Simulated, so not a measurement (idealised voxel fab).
A process module follows: voxel self aligned contacts.
In the cross-section labelled cut, the width is 215 nm and each square cell is 5 nm.
Format of a cross-section: grid, square cells. Given as bands. Order: top down. Band: one or more rows of cells. Top height, bottom height, nm. Materials left to right, width each, nm. Single material + "everywhere" = fills band edge to edge. "blank" = empty. Heights are measured from 0, the level below which the as-received wafer is all one material; the lowest band has no bottom and continues downward, written as in "0..down". It should be noted that a width expressed as "30->40" varies in equal increments from row to row of cells within the band, taking the value of the first number at the top row and that of the second number at the bottom row. Key: "no alteration" - step with no changed cell in the cross-section. "Sealed-off cavities" contains a list of empty spaces, each no smaller than 8 cells and without an open way to the top, written in the form width x height at distance with the distance from the left edge and all three in nm. On a step's line, text after the settings is the simulator commenting on that step. You can add "overlay nm" to a step's line. For a step with a mask, it describes how far the mask lay to the right of its planned position, and a negative number describes a lay to the left.

[The process steps that were planned are listed below]
step 1: RECEIVE: material Si
step 2: OXIDIZE: depth nm 5
step 3: DIRECTIONAL_DEP: material polySi, thk nm 20
step 4: DIRECTIONAL_DEP: material SiN, thk nm 20
step 5: MASKED_ETCH: tone cover, mask id GATE, width nm 30, pitch nm 55, etch materials SiN, depth nm 20, overlay nm 0
step 6: MASKED_ETCH: tone cover, mask id GATE, width nm 30, pitch nm 55, etch materials polySi, depth nm 20, overlay nm 0
step 7: CONFORMAL_DEP: material SiN, thk nm 5
step 8: DIRECTIONAL_ETCH: etch materials SiN, depth nm 5
step 9: FILL_DEP: material SiO2, thk nm 15
step 10: CMP: height nm 50
step 11: MASKED_ETCH: tone open, mask id CONTACT, width nm 35, etch materials SiO2, depth nm 55, overlay nm 0
step 12: CONFORMAL_DEP: material TiN, thk nm 5
step 13: FILL_DEP: material Ru, thk nm 10
step 14: CMP: height nm 50
step 15: CONFORMAL_DEP: material SiCN, thk nm 5

[Delivered wafer in cross-section: state after step 1]
- 0..down: Si everywhere
- Sealed-off cavities: none

[Starting structure and process plan are as shown above, but one mistake was made in running the module; the wafer cross-section at the end of the module follows]
- 55..50: SiCN everywhere
- 50..40: SiO2: 90; TiN: 5->15; Ru: 25->5; TiN: 5->15; SiO2: 90
- 40..25: SiO2: 60; SiN: 5; polySi: 30; SiN: 5; TiN: 5; Ru: 5; TiN: 5; SiN: 5; polySi: 30; SiN: 5; SiO2: 60
- 25..20: SiO2: 60; SiN: 5; polySi: 30; SiN: 5; TiN: 15; SiN: 5; polySi: 30; SiN: 5; SiO2: 60
- 20..0: SiN everywhere
- 0..-5: SiO2 everywhere
- -5..down: Si everywhere
- Sealed-off cavities: none
Run error: contrary to the plan, steps 3 and 4 were processed in exchanged order
